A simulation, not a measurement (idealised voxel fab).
Proc. module: voxel fin reveal
Cross-section cut spans 295 nm and uses square cells 5 nm in size.
Square cells in a grid make up a cross-section in this document, and the grid is given as bands, listed from the top down, each one or more rows of cells. Band: top and bottom heights (nm) first, top before bottom; then materials from left to right, widths in nm. "all across" marks a sole material filling the band edge to edge. "blank" denotes empty space. It should be noted that heights are counted from 0, beneath which the wafer as supplied is of one material throughout, and that the lowest band possesses no lower boundary but continues downward, as written in "from 0 down". You'd read "30 to 40" like this: the band's top row of cells is as wide as the first number, its bottom row is as wide as the second, and going down, every row changes width by the same amount as the row before did. For the purposes of this document, the phrase "stayed the same" attached to a step denotes that no cell within the cross-section was modified by that step. The label "Enclosed cavities" introduces a list of the empty spaces, 8 cells or larger, that have no open way up to the top; each entry in it reads width x height at distance, where the distance is taken from the left edge and all three are stated in nm. Formally, on a step line, whatever follows the settings is a remark that the simulator itself makes on the step. Each step line may optionally specify "overlay nm", which for a step with a mask gives the rightward distance between the mask's planned place and where it lay, a negative value indicating the leftward direction.
Here's what the planned process steps look like
1,RECEIVE, material Si
2,CONFORMAL_DEP, material SiN, thk nm 10
3,MASKED_ETCH, tone cover, mask id FINS, width nm 15, pitch nm 45, etch materials SiN, depth nm 10, overlay nm 0
4,MASKED_ETCH, tone cover, mask id FINS, width nm 15, pitch nm 45, etch materials Si, depth nm 40, overlay nm 0
5,OXIDIZE, depth nm 5
6,FILL_DEP, material SiO2, thk nm 15
7,CMP, height nm 10
8,SELECTIVE_ETCH, etch materials SiO2, depth nm 25
9,STRIP, etch materials SiN
Where the wafers of this document differ is in the width nm of step 4; they start out the same, and the plan states the value that applied to the first wafer.
Received wafers, first of several: cross-section after step 1
- from 0 down: Si all across
- Enclosed cavities: none
first wafer at the end, after step 9
- from 0 to -15: blank=120; Si=5; blank=40; Si=5; blank=125
- from -15 to -45: SiO2=120; Si=5; SiO2=40; Si=5; SiO2=125
- from -45 down: Si all across
- Enclosed cavities: none
The module's end: a cross-section of the last wafer
- from 0 to -5: blank=120; Si=5; blank=40; Si=5; blank=125
- from -5 to -15: blank=115; Si=20; blank=25; Si=20; blank=115
- from -15 to -45: SiO2=115; Si=20; SiO2=25; Si=20; SiO2=115
- from -45 down: Si all across
- Enclosed cavities: none
Heads up, this table goes wafer by wafer. A row tells you, at the end of the module, how many cells of each material that wafer has put on (+) or dropped (-) since it was received, and then its closed voids
width nm 15, -513 Si, +342 SiO2, Enclosed cavities: none
width nm 20, -497 Si, +330 SiO2, Enclosed cavities: none
width nm 25, -481 Si, +318 SiO2, Enclosed cavities: none
width nm 30, -465 Si, +306 SiO2, Enclosed cavities: none
